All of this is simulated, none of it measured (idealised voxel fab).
The following is a process module called voxel transistor to metal.
Displayed cross-section: cut, width of 205 nm, square cells sized 5 nm.
For the purposes of this document, a cross-section shall be understood as a grid of square cells, specified as bands listed in top-to-bottom order, each band consisting of one or more rows of cells.
Per band: top height and bottom height in nm, followed by the left-to-right materials and their widths in nm; "full width" marks a single material spanning edge to edge, "air" marks empty space.
Height 0 is the level under which the wafer as received is all one material. The lowest band goes on downwards, as in "0 -> down".
The width entry "30..40" should be interpreted row by row: the top row of cells in the band takes the first number, the bottom row takes the second number, and the change between adjacent rows is uniform throughout.
"left unchanged", as given for a step, is the statement that not any cell of the cross-section underwent a change during that step.
Any empty space of 8 cells or more lacking an open way to the top shows up in "Tabulated closed voids" as width x height at distance, distance from the left edge, in nm.
Step line, after settings: the simulator's comment on this step.
overlay nm: step with mask; distance mask lay right of planned place; negative value = left of planned place.

So here's the lineup of process steps we planned
1. RECEIVE (material Si)
2. OXIDIZE (depth nm 5)
3. CONFORMAL_DEP (material SiN; thk nm 15)
4. MASKED_ETCH (tone cover; mask id ACTIVE; width nm 110; etch materials SiN; depth nm 15; overlay nm 0)
5. MASKED_ETCH (tone cover; mask id ACTIVE; width nm 110; etch materials SiO2; depth nm 5; overlay nm 0)
6. MASKED_ETCH (tone cover; mask id ACTIVE; width nm 110; etch materials Si; depth nm 25; overlay nm 0)
7. FILL_DEP (material SiO2; thk nm 10)
8. CMP (height nm 15)
9. SELECTIVE_ETCH (etch materials SiO2; depth nm 5)
10. STRIP (etch materials SiN)
11. SELECTIVE_ETCH (etch materials SiO2; depth nm 5)
12. OXIDIZE (depth nm 5)
13. DIRECTIONAL_DEP (material polySi; thk nm 25)
14. DIRECTIONAL_DEP (material SiCN; thk nm 10)
15. PATTERN (tone cover; mask id GATE; material resist; width nm 30; thk nm 20; overlay nm 0)
16. DIRECTIONAL_ETCH (etch materials SiCN; depth nm 20)
17. DIRECTIONAL_ETCH (etch materials polySi; depth nm 35)
18. STRIP (etch materials resist)
19. CONFORMAL_DEP (material SiO2; thk nm 5)
20. DIRECTIONAL_ETCH (etch materials SiO2; depth nm 5)
21. CONFORMAL_DEP (material SiN; thk nm 10)
22. DIRECTIONAL_ETCH (etch materials SiN; depth nm 10)
23. DIRECTIONAL_ETCH (etch materials SiO2; depth nm 5)
24. DIRECTIONAL_ETCH (etch materials Si; depth nm 5)
25. EPI (material nSi; thk nm 5)
26. FILL_DEP (material SiO2; thk nm 5)
27. CMP (height nm 20)
28. STRIP (etch materials polySi)
29. SELECTIVE_ETCH (etch materials SiO2; depth nm 5)
30. CONFORMAL_DEP (material HfO2; thk nm 5)
31. CONFORMAL_DEP (material TiN; thk nm 5)
32. FILL_DEP (material W; thk nm 5)
33. CMP (height nm 15)
34. DIRECTIONAL_DEP (material SiO2; thk nm 15)
35. MASKED_ETCH (tone open; mask id CONTACT; width nm 20; pitch nm 80; etch materials SiO2; depth nm 40; overlay nm 0)
36. CONFORMAL_DEP (material TiN; thk nm 5)
37. FILL_DEP (material W; thk nm 5)
38. CMP (height nm 30)
39. DIRECTIONAL_DEP (material TiN; thk nm 5)
40. DIRECTIONAL_DEP (material Ru; thk nm 5)
41. PATTERN (tone cover; mask id METAL_1; material resist; width nm 20; pitch nm 80; thk nm 15; overlay nm 0)
42. DIRECTIONAL_ETCH (etch materials Ru; depth nm 15)
43. DIRECTIONAL_ETCH (etch materials TiN; depth nm 5)
44. STRIP (etch materials resist)
45. CONFORMAL_DEP (material SiCN; thk nm 5)
46. FILL_DEP (material SiO2; thk nm 10)
47. CMP (height nm 50)
48. CONFORMAL_DEP (material SiN; thk nm 5)
It is noted that the wafers described herein are identical at the outset and are distinguished by the thk nm of step 40; the value stated in the plan corresponds to the first wafer.

Cross-section of the first of several wafers as received (after step 1)
    0 -> down: Si full width
    Tabulated closed voids: none

Cross-section of the first of several wafers, taken after step 48, where the module ends
    55 -> 50: SiN full width
    50 -> 45: SiO2 full width
    45 -> 40: 45 SiO2, 30 SiCN, 50 SiO2, 30 SiCN, 50 SiO2
    40 -> 35: 45 SiO2, 5 SiCN, 20 Ru, 5 SiCN, 50 SiO2, 5 SiCN, 20 Ru, 5 SiCN, 50 SiO2
    35 -> 30: 50 SiCN, 20 TiN, 60 SiCN, 20 TiN, 55 SiCN
    30 -> 15: 50 SiO2, 5 TiN, 10 W, 5 TiN, 60 SiO2, 5 TiN, 10 W, 5 TiN, 55 SiO2
    15 -> 5: 50 SiO2, 5..10 TiN, 10..5 W, 5 TiN, 10 SiN, 5 HfO2, 5 TiN, 20 W, 5 TiN, 5 HfO2, 10 SiN, 5 TiN, 10..5 W, 5..10 TiN, 55 SiO2
    5 -> 0: 45 SiO2, 10 SiN, 5 TiN, 5 W, 5 TiN, 10 SiN, 5 HfO2, 5 TiN, 20 W, 5 TiN, 5 HfO2, 10 SiN, 5 TiN, 5 W, 5 TiN, 10 SiN, 50 SiO2
    0 -> -5: 45 SiO2, 10 SiN, 15 TiN, 10 SiN, 5 HfO2, 30 TiN, 5 HfO2, 10 SiN, 15 TiN, 10 SiN, 50 SiO2
    -5 -> -10: 55 SiO2, 5 nSi, 5 TiN, 5 nSi, 10 SiO2, 40 HfO2, 10 SiO2, 5 nSi, 5 TiN, 5 nSi, 60 SiO2
    -10 -> -15: 45 SiO2, 10 Si, 15 nSi, 60 Si, 15 nSi, 10 Si, 50 SiO2
    -15 -> -30: 45 SiO2, 110 Si, 50 SiO2
    -30 -> down: Si full width
    Tabulated closed voids: none

Cross-section, module end, final of several wafers
    55 -> 50: SiN full width
    50 -> 35: Ru full width
    35 -> 30: TiN full width
    30 -> 15: 50 SiO2, 5 TiN, 10 W, 5 TiN, 60 SiO2, 5 TiN, 10 W, 5 TiN, 55 SiO2
    15 -> 5: 50 SiO2, 5..10 TiN, 10..5 W, 5 TiN, 10 SiN, 5 HfO2, 5 TiN, 20 W, 5 TiN, 5 HfO2, 10 SiN, 5 TiN, 10..5 W, 5..10 TiN, 55 SiO2
    5 -> 0: 45 SiO2, 10 SiN, 5 TiN, 5 W, 5 TiN, 10 SiN, 5 HfO2, 5 TiN, 20 W, 5 TiN, 5 HfO2, 10 SiN, 5 TiN, 5 W, 5 TiN, 10 SiN, 50 SiO2
    0 -> -5: 45 SiO2, 10 SiN, 15 TiN, 10 SiN, 5 HfO2, 30 TiN, 5 HfO2, 10 SiN, 15 TiN, 10 SiN, 50 SiO2
    -5 -> -10: 55 SiO2, 5 nSi, 5 TiN, 5 nSi, 10 SiO2, 40 HfO2, 10 SiO2, 5 nSi, 5 TiN, 5 nSi, 60 SiO2
    -10 -> -15: 45 SiO2, 10 Si, 15 nSi, 60 Si, 15 nSi, 10 Si, 50 SiO2
    -15 -> -30: 45 SiO2, 110 Si, 50 SiO2
    -30 -> down: Si full width
    Tabulated closed voids: none

Note: the following table is arranged by wafer, a row apiece. Each row reports the end-of-module state: per material, cells gained (+) or cells lost (-) compared with the wafer as received; closed voids follow
thk nm 5, +16 HfO2, +8 Ru, -164 Si, +49 SiCN, +65 SiN, +381 SiO2, +54 TiN, +32 W, +10 nSi, Tabulated closed voids: none
thk nm 10, +16 HfO2, +16 Ru, -164 Si, +53 SiCN, +65 SiN, +369 SiO2, +54 TiN, +32 W, +10 nSi, Tabulated closed voids: none
thk nm 15, +16 HfO2, +24 Ru, -164 Si, +45 SiCN, +65 SiN, +369 SiO2, +54 TiN, +32 W, +10 nSi, Tabulated closed voids: none
thk nm 20, +16 HfO2, +57 Ru, -164 Si, +37 SiCN, +65 SiN, +311 SiO2, +87 TiN, +32 W, +10 nSi, Tabulated closed voids: none
thk nm 25, +16 HfO2, +90 Ru, -164 Si, +33 SiCN, +65 SiN, +282 SiO2, +87 TiN, +32 W, +10 nSi, Tabulated closed voids: none
thk nm 30, +16 HfO2, +123 Ru, -164 Si, +65 SiN, +282 SiO2, +87 TiN, +32 W, +10 nSi, Tabulated closed voids: none
